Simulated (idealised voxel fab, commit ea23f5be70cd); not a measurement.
process module | voxel transistor to metal
cross-section cut | 270 nm wide | cells 5 nm
A cross-section is a grid of square cells, given in bands from the top down. A band is one or more rows of cells.
Each band's line starts with the height of the band's top and of its bottom, in nm. Then come its materials from left to right, each with its width in nm. One material with "throughout" fills the band from edge to edge. "air" is empty space.
Height 0 is the level under which the wafer as received is all one material. The lowest band goes on downwards, as in "0 down".
A width such as "30 to 40" changes by the same amount from each row of cells to the next, from the band's top row to its bottom row.
"no change" after a step means that no cell of the cross-section changed.
closed voids: empty space of 8 cells or more with no open way to the top, each as width x height at its distance from the left edge, in nm
after a step's settings: what the simulator itself notes on the step
overlay nm, on a step with a mask: how far to the right of its planned place the mask lay; to the left if negative
plan
1 op RECEIVE | material Si
2 op OXIDIZE | depth nm 5
3 op CONFORMAL_DEP | material SiN | thk nm 15
4 op MASKED_ETCH | tone cover | mask id ACTIVE | width nm 105 | pitch nm 135 | etch materials SiN | depth nm 15 | overlay nm 0
5 op MASKED_ETCH | tone cover | mask id ACTIVE | width nm 105 | pitch nm 135 | etch materials SiO2 | depth nm 5 | overlay nm 0
6 op MASKED_ETCH | tone cover | mask id ACTIVE | width nm 105 | pitch nm 135 | etch materials Si | depth nm 35 | overlay nm 0
7 op OXIDIZE | depth nm 5
8 op FILL_DEP | material SiO2 | thk nm 15
9 op CMP | height nm 15
10 op SELECTIVE_ETCH | etch materials SiO2 | depth nm 15
11 op STRIP | etch materials SiN
12 op SELECTIVE_ETCH | etch materials SiO2 | depth nm 5
13 op OXIDIZE | depth nm 5
14 op DIRECTIONAL_DEP | material polySi | thk nm 25
15 op DIRECTIONAL_DEP | material SiCN | thk nm 15
16 op MASKED_ETCH | tone cover | mask id GATE | width nm 25 | pitch nm 135 | etch materials SiCN | depth nm 25 | overlay nm 0
17 op MASKED_ETCH | tone cover | mask id GATE | width nm 25 | pitch nm 135 | etch materials polySi | depth nm 35 | overlay nm 0
18 op CONFORMAL_DEP | material SiO2 | thk nm 5
19 op DIRECTIONAL_ETCH | etch materials SiO2 | depth nm 5
20 op CONFORMAL_DEP | material SiN | thk nm 10
21 op DIRECTIONAL_ETCH | etch materials SiN | depth nm 10
22 op DIRECTIONAL_ETCH | etch materials SiO2 | depth nm 5
23 op DIRECTIONAL_ETCH | etch materials Si | depth nm 5
24 op EPI | material pSi | thk nm 10
25 op FILL_DEP | material SiO2 | thk nm 10
26 op CMP | height nm 20
27 op STRIP | etch materials polySi
28 op SELECTIVE_ETCH | etch materials SiO2 | depth nm 5
29 op CONFORMAL_DEP | material HfO2 | thk nm 5
30 op CONFORMAL_DEP | material TiN | thk nm 5
31 op FILL_DEP | material W | thk nm 10
32 op CMP | height nm 15
33 op DIRECTIONAL_DEP | material SiO2 | thk nm 10
34 op DIRECTIONAL_DEP | material aC | thk nm 10
35 op PATTERN | tone open | mask id CONTACT | material resist | width nm 20 | thk nm 30 | overlay nm 0
36 op DIRECTIONAL_ETCH | etch materials aC | depth nm 10
37 op STRIP | etch materials resist
38 op DIRECTIONAL_ETCH | etch materials SiO2 | depth nm 30
39 op STRIP | etch materials aC
40 op CONFORMAL_DEP | material TiN | thk nm 5
41 op FILL_DEP | material W | thk nm 10
42 op CMP | height nm 25
43 op CONFORMAL_DEP | material SiN | thk nm 5
44 op DIRECTIONAL_DEP | material lowk | thk nm 25
45 op DIRECTIONAL_DEP | material aC | thk nm 15
46 op PATTERN | tone open | mask id METAL_1 | material resist | width nm 20 | thk nm 30 | overlay nm 0
47 op DIRECTIONAL_ETCH | etch materials aC | depth nm 15
48 op STRIP | etch materials resist
49 op DIRECTIONAL_ETCH | etch materials lowk | depth nm 25
50 op DIRECTIONAL_ETCH | etch materials SiN | depth nm 5
51 op STRIP | etch materials aC
52 op CONFORMAL_DEP | material TiN | thk nm 5
53 op FILL_DEP | material Cu | thk nm 5
54 op CMP | height nm 55
55 op EPI | material Ru | thk nm 5
56 op FILL_DEP | material SiCN | thk nm 5
as received, after step 1
  0 down: Si throughout
  closed voids: none
first wafer at the end, as planned
  65 to 60: SiCN throughout
  60 to 55: SiCN 15 | Ru 30 | SiCN 45 | Ru 30 | SiCN 30 | Ru 30 | SiCN 45 | Ru 30 | SiCN 15
  55 to 30: lowk 20 | TiN 5 | Cu 10 | TiN 5 | lowk 55 | TiN 5 | Cu 10 | TiN 5 | lowk 40 | TiN 5 | Cu 10 | TiN 5 | lowk 55 | TiN 5 | Cu 10 | TiN 5 | lowk 20
  30 to 25: SiN 20 | TiN 20 | SiN 55 | TiN 20 | SiN 40 | TiN 20 | SiN 55 | TiN 20 | SiN 20
  25 to 15: SiO2 20 | TiN 5 | W 10 | TiN 5 | SiO2 55 | TiN 5 | W 10 | TiN 5 | SiO2 40 | TiN 5 | W 10 | TiN 5 | SiO2 55 | TiN 5 | W 10 | TiN 5 | SiO2 20
  15 to 5: SiO2 20 | TiN 5 | W 10 | TiN 5 | SiN 10 | HfO2 5 | TiN 5 | W 15 | TiN 5 | HfO2 5 | SiN 10 | TiN 5 | W 10 | TiN 5 | SiO2 40 | TiN 5 | W 10 | TiN 5 | SiN 10 | HfO2 5 | TiN 5 | W 15 | TiN 5 | HfO2 5 | SiN 10 | TiN 5 | W 10 | TiN 5 | SiO2 20
  5 to 0: SiO2 20 | TiN 20 | SiN 10 | HfO2 5 | TiN 5 | W 15 | TiN 5 | HfO2 5 | SiN 10 | TiN 20 | SiO2 40 | TiN 20 | SiN 10 | HfO2 5 | TiN 5 | W 15 | TiN 5 | HfO2 5 | SiN 10 | TiN 20 | SiO2 20
  0 to -5: SiO2 20 | TiN 10 | pSi 10 | SiN 10 | HfO2 5 | TiN 25 | HfO2 5 | SiN 10 | pSi 10 | TiN 10 | SiO2 40 | TiN 10 | pSi 10 | SiN 10 | HfO2 5 | TiN 25 | HfO2 5 | SiN 10 | pSi 10 | TiN 10 | SiO2 20
  -5 to -10: SiO2 15 | pSi 25 | SiO2 10 | HfO2 35 | SiO2 10 | pSi 25 | SiO2 30 | pSi 25 | SiO2 10 | HfO2 35 | SiO2 10 | pSi 25 | SiO2 15
  -10 to -15: SiO2 20 | pSi 20 | Si 55 | pSi 20 | SiO2 40 | pSi 20 | Si 55 | pSi 20 | SiO2 20
  -15 to -45: SiO2 20 | Si 95 | SiO2 40 | Si 95 | SiO2 20
  -45 down: Si throughout
  closed voids: none
second wafer at the end: like start, like plan, one mistake
  65 to 60: SiCN throughout
  60 to 55: Ru throughout
  55 to 50: TiN 25 | Cu 10 | TiN 65 | Cu 10 | TiN 50 | Cu 10 | TiN 65 | Cu 10 | TiN 25
  50 to 30: lowk 20 | TiN 5 | Cu 10 | TiN 5 | lowk 55 | TiN 5 | Cu 10 | TiN 5 | lowk 40 | TiN 5 | Cu 10 | TiN 5 | lowk 55 | TiN 5 | Cu 10 | TiN 5 | lowk 20
  30 to 25: SiN 20 | TiN 20 | SiN 55 | TiN 20 | SiN 40 | TiN 20 | SiN 55 | TiN 20 | SiN 20
  25 to 15: SiO2 20 | TiN 5 | W 10 | TiN 5 | SiO2 55 | TiN 5 | W 10 | TiN 5 | SiO2 40 | TiN 5 | W 10 | TiN 5 | SiO2 55 | TiN 5 | W 10 | TiN 5 | SiO2 20
  15 to 5: SiO2 20 | TiN 5 | W 10 | TiN 5 | SiN 10 | HfO2 5 | TiN 5 | W 15 | TiN 5 | HfO2 5 | SiN 10 | TiN 5 | W 10 | TiN 5 | SiO2 40 | TiN 5 | W 10 | TiN 5 | SiN 10 | HfO2 5 | TiN 5 | W 15 | TiN 5 | HfO2 5 | SiN 10 | TiN 5 | W 10 | TiN 5 | SiO2 20
  5 to 0: SiO2 20 | TiN 20 | SiN 10 | HfO2 5 | TiN 5 | W 15 | TiN 5 | HfO2 5 | SiN 10 | TiN 20 | SiO2 40 | TiN 20 | SiN 10 | HfO2 5 | TiN 5 | W 15 | TiN 5 | HfO2 5 | SiN 10 | TiN 20 | SiO2 20
  0 to -5: SiO2 20 | TiN 10 | pSi 10 | SiN 10 | HfO2 5 | TiN 25 | HfO2 5 | SiN 10 | pSi 10 | TiN 10 | SiO2 40 | TiN 10 | pSi 10 | SiN 10 | HfO2 5 | TiN 25 | HfO2 5 | SiN 10 | pSi 10 | TiN 10 | SiO2 20
  -5 to -10: SiO2 15 | pSi 25 | SiO2 10 | HfO2 35 | SiO2 10 | pSi 25 | SiO2 30 | pSi 25 | SiO2 10 | HfO2 35 | SiO2 10 | pSi 25 | SiO2 15
  -10 to -15: SiO2 20 | pSi 20 | Si 55 | pSi 20 | SiO2 40 | pSi 20 | Si 55 | pSi 20 | SiO2 20
  -15 to -45: SiO2 20 | Si 95 | SiO2 40 | Si 95 | SiO2 20
  -45 down: Si throughout
  closed voids: none
what went wrong: step 44 ran as: op DIRECTIONAL_DEP | material lowk | thk nm 20
at the end the second wafer has, in cells: 30 more of Ru | 30 fewer of SiCN | 38 more of TiN | 38 fewer of lowk
